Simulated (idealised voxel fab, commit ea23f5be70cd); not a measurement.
process module | voxel self aligned contacts
cross-section cut | 280 nm wide | cells 5 nm
A cross-section is a grid of square cells, given in bands from the top down. A band is one or more rows of cells.
Each band's line starts with the height of the band's top and of its bottom, in nm. Then come its materials from left to right, each with its width in nm. One material with "throughout" fills the band from edge to edge. "air" is empty space.
Height 0 is the level under which the wafer as received is all one material. The lowest band goes on downwards, as in "0 down".
A width such as "30 to 40" changes by the same amount from each row of cells to the next, from the band's top row to its bottom row.
"no change" after a step means that no cell of the cross-section changed.
closed voids: empty space of 8 cells or more with no open way to the top, each as width x height at its distance from the left edge, in nm
after a step's settings: what the simulator itself notes on the step
overlay nm, on a step with a mask: how far to the right of its planned place the mask lay; to the left if negative
plan
1 op RECEIVE | material Si
2 op CONFORMAL_DEP | material SiO2 | thk nm 5
3 op DIRECTIONAL_DEP | material polySi | thk nm 25
4 op DIRECTIONAL_DEP | material SiN | thk nm 20
5 op PATTERN | tone cover | mask id GATE | material resist | width nm 30 | pitch nm 55 | thk nm 20 | overlay nm 0
6 op DIRECTIONAL_ETCH | etch materials SiN | depth nm 20
7 op DIRECTIONAL_ETCH | etch materials polySi | depth nm 25
8 op STRIP | etch materials resist
9 op CONFORMAL_DEP | material SiN | thk nm 5
10 op DIRECTIONAL_ETCH | etch materials SiN | depth nm 5
11 op FILL_DEP | material SiO2 | thk nm 10
12 op CMP | height nm 55
13 op PATTERN | tone open | mask id CONTACT | material resist | width nm 35 | pitch nm 55 | thk nm 15 | overlay nm 0
14 op DIRECTIONAL_ETCH | etch materials SiO2 | depth nm 55
15 op STRIP | etch materials resist
16 op CONFORMAL_DEP | material TiN | thk nm 5
17 op FILL_DEP | material W | thk nm 10
18 op CMP | height nm 55
19 op CONFORMAL_DEP | material SiN | thk nm 5
first wafer, as planned
as received, after step 1
  0 down: Si throughout
  closed voids: none
after step 2
  5 to 0: SiO2 throughout
  below 0: unchanged
after step 3
  30 to 5: polySi throughout
  below 5: unchanged
after step 4
  50 to 30: SiN throughout
  below 30: unchanged
after step 5
  70 to 50: air 70 | resist 30 | air 25 | resist 30 | air 25 | resist 30 | air 70
  below 50: unchanged
after step 6
  70 to 50: air 70 | resist 30 | air 25 | resist 30 | air 25 | resist 30 | air 70
  50 to 30: air 70 | SiN 30 | air 25 | SiN 30 | air 25 | SiN 30 | air 70
  below 30: unchanged
after step 7
  70 to 50: air 70 | resist 30 | air 25 | resist 30 | air 25 | resist 30 | air 70
  50 to 30: air 70 | SiN 30 | air 25 | SiN 30 | air 25 | SiN 30 | air 70
  30 to 5: air 70 | polySi 30 | air 25 | polySi 30 | air 25 | polySi 30 | air 70
  below 5: unchanged
after step 8
  50 to 30: air 70 | SiN 30 | air 25 | SiN 30 | air 25 | SiN 30 | air 70
  below 30: unchanged
after step 9
  55 to 30: air 65 | SiN 40 | air 15 | SiN 40 | air 15 | SiN 40 | air 65
  30 to 10: air 65 | SiN 5 | polySi 30 | SiN 5 | air 15 | SiN 5 | polySi 30 | SiN 5 | air 15 | SiN 5 | polySi 30 | SiN 5 | air 65
  10 to 5: SiN 70 | polySi 30 | SiN 25 | polySi 30 | SiN 25 | polySi 30 | SiN 70
  below 5: unchanged
after step 10
  50 to 30: air 65 | SiN 40 | air 15 | SiN 40 | air 15 | SiN 40 | air 65
  30 to 5: air 65 | SiN 5 | polySi 30 | SiN 5 | air 15 | SiN 5 | polySi 30 | SiN 5 | air 15 | SiN 5 | polySi 30 | SiN 5 | air 65
  below 5: unchanged
after step 11
  60 to 50: SiO2 throughout
  50 to 30: SiO2 65 | SiN 40 | SiO2 15 | SiN 40 | SiO2 15 | SiN 40 | SiO2 65
  30 to 5: SiO2 65 | SiN 5 | polySi 30 | SiN 5 | SiO2 15 | SiN 5 | polySi 30 | SiN 5 | SiO2 15 | SiN 5 | polySi 30 | SiN 5 | SiO2 65
  below 5: unchanged
after step 12
  55 to 50: SiO2 throughout
  below 50: unchanged
after step 13
  70 to 55: resist 95 | air 35 | resist 20 | air 35 | resist 95
  below 55: unchanged
after step 14
  70 to 55: resist 95 | air 35 | resist 20 | air 35 | resist 95
  55 to 50: SiO2 95 | air 35 | SiO2 20 | air 35 | SiO2 95
  50 to 30: SiO2 65 | SiN 40 | air 15 | SiN 40 | air 15 | SiN 40 | SiO2 65
  30 to 5: SiO2 65 | SiN 5 | polySi 30 | SiN 5 | air 15 | SiN 5 | polySi 30 | SiN 5 | air 15 | SiN 5 | polySi 30 | SiN 5 | SiO2 65
  5 to 0: SiO2 105 | air 15 | SiO2 40 | air 15 | SiO2 105
  below 0: unchanged
after step 15
  55 to 50: SiO2 95 | air 35 | SiO2 20 | air 35 | SiO2 95
  below 50: unchanged
after step 16
  60 to 55: TiN 100 | air 25 | TiN 30 | air 25 | TiN 100
  55 to 50: SiO2 95 | TiN 15 | air 5 | TiN 15 | SiO2 20 | TiN 15 | air 5 | TiN 15 | SiO2 95
  50 to 30: SiO2 65 | SiN 40 | TiN 5 | air 5 | TiN 5 | SiN 40 | TiN 5 | air 5 | TiN 5 | SiN 40 | SiO2 65
  30 to 5: SiO2 65 | SiN 5 | polySi 30 | SiN 5 | TiN 5 | air 5 | TiN 5 | SiN 5 | polySi 30 | SiN 5 | TiN 5 | air 5 | TiN 5 | SiN 5 | polySi 30 | SiN 5 | SiO2 65
  5 to 0: SiO2 105 | TiN 15 | SiO2 40 | TiN 15 | SiO2 105
  below 0: unchanged
after step 17
  70 to 60: W throughout
  60 to 55: TiN 100 | W 25 | TiN 30 | W 25 | TiN 100
  55 to 50: SiO2 95 | TiN 15 | W 5 | TiN 15 | SiO2 20 | TiN 15 | W 5 | TiN 15 | SiO2 95
  50 to 30: SiO2 65 | SiN 40 | TiN 5 | W 5 | TiN 5 | SiN 40 | TiN 5 | W 5 | TiN 5 | SiN 40 | SiO2 65
  30 to 5: SiO2 65 | SiN 5 | polySi 30 | SiN 5 | TiN 5 | W 5 | TiN 5 | SiN 5 | polySi 30 | SiN 5 | TiN 5 | W 5 | TiN 5 | SiN 5 | polySi 30 | SiN 5 | SiO2 65
  below 5: unchanged
after step 18
  55 to 50: SiO2 95 | TiN 15 | W 5 | TiN 15 | SiO2 20 | TiN 15 | W 5 | TiN 15 | SiO2 95
  below 50: unchanged
after step 19
  60 to 55: SiN throughout
  below 55: unchanged
second wafer: like start, like plan, one mistake. Through step 3 it matches the first wafer
when step 4 should have ended
  70 to 30: SiN throughout
  below 30: unchanged
when step 5 should have ended
  90 to 70: air 70 | resist 30 | air 25 | resist 30 | air 25 | resist 30 | air 70
  below 70: unchanged
when step 6 should have ended
  90 to 70: air 70 | resist 30 | air 25 | resist 30 | air 25 | resist 30 | air 70
  70 to 50: air 70 | SiN 30 | air 25 | SiN 30 | air 25 | SiN 30 | air 70
  below 50: unchanged
when step 7 should have ended: no change
when step 8 should have ended
  70 to 50: air 70 | SiN 30 | air 25 | SiN 30 | air 25 | SiN 30 | air 70
  below 50: unchanged
when step 9 should have ended
  75 to 55: air 65 | SiN 40 | air 15 | SiN 40 | air 15 | SiN 40 | air 65
  55 to 30: SiN throughout
  below 30: unchanged
when step 10 should have ended
  70 to 50: air 65 | SiN 40 | air 15 | SiN 40 | air 15 | SiN 40 | air 65
  below 50: unchanged
when step 11 should have ended
  80 to 70: SiO2 throughout
  70 to 50: SiO2 65 | SiN 40 | SiO2 15 | SiN 40 | SiO2 15 | SiN 40 | SiO2 65
  below 50: unchanged
when step 12 should have ended
  55 to 50: SiO2 65 | SiN 40 | SiO2 15 | SiN 40 | SiO2 15 | SiN 40 | SiO2 65
  below 50: unchanged
when step 13 should have ended
  70 to 55: resist 95 | air 35 | resist 20 | air 35 | resist 95
  below 55: unchanged
when step 14 should have ended
  70 to 55: resist 95 | air 35 | resist 20 | air 35 | resist 95
  55 to 50: SiO2 65 | SiN 40 | air 15 | SiN 40 | air 15 | SiN 40 | SiO2 65
  below 50: unchanged
when step 15 should have ended
  55 to 50: SiO2 65 | SiN 40 | air 15 | SiN 40 | air 15 | SiN 40 | SiO2 65
  below 50: unchanged
when step 16 should have ended
  60 to 55: TiN 110 | air 5 | TiN 50 | air 5 | TiN 110
  55 to 50: SiO2 65 | SiN 40 | TiN 15 | SiN 40 | TiN 15 | SiN 40 | SiO2 65
  below 50: unchanged
when step 17 should have ended
  70 to 60: W throughout
  60 to 55: TiN 110 | W 5 | TiN 50 | W 5 | TiN 110
  below 55: unchanged
when step 18 should have ended
  55 to 50: SiO2 65 | SiN 40 | TiN 15 | SiN 40 | TiN 15 | SiN 40 | SiO2 65
  below 50: unchanged
when step 19 should have ended
  60 to 55: SiN throughout
  below 55: unchanged
what went wrong: step 4 was run twice
at the end the second wafer has, in cells: 122 more of SiN | 244 fewer of SiO2 | 48 fewer of TiN | 20 fewer of W | 190 more of polySi
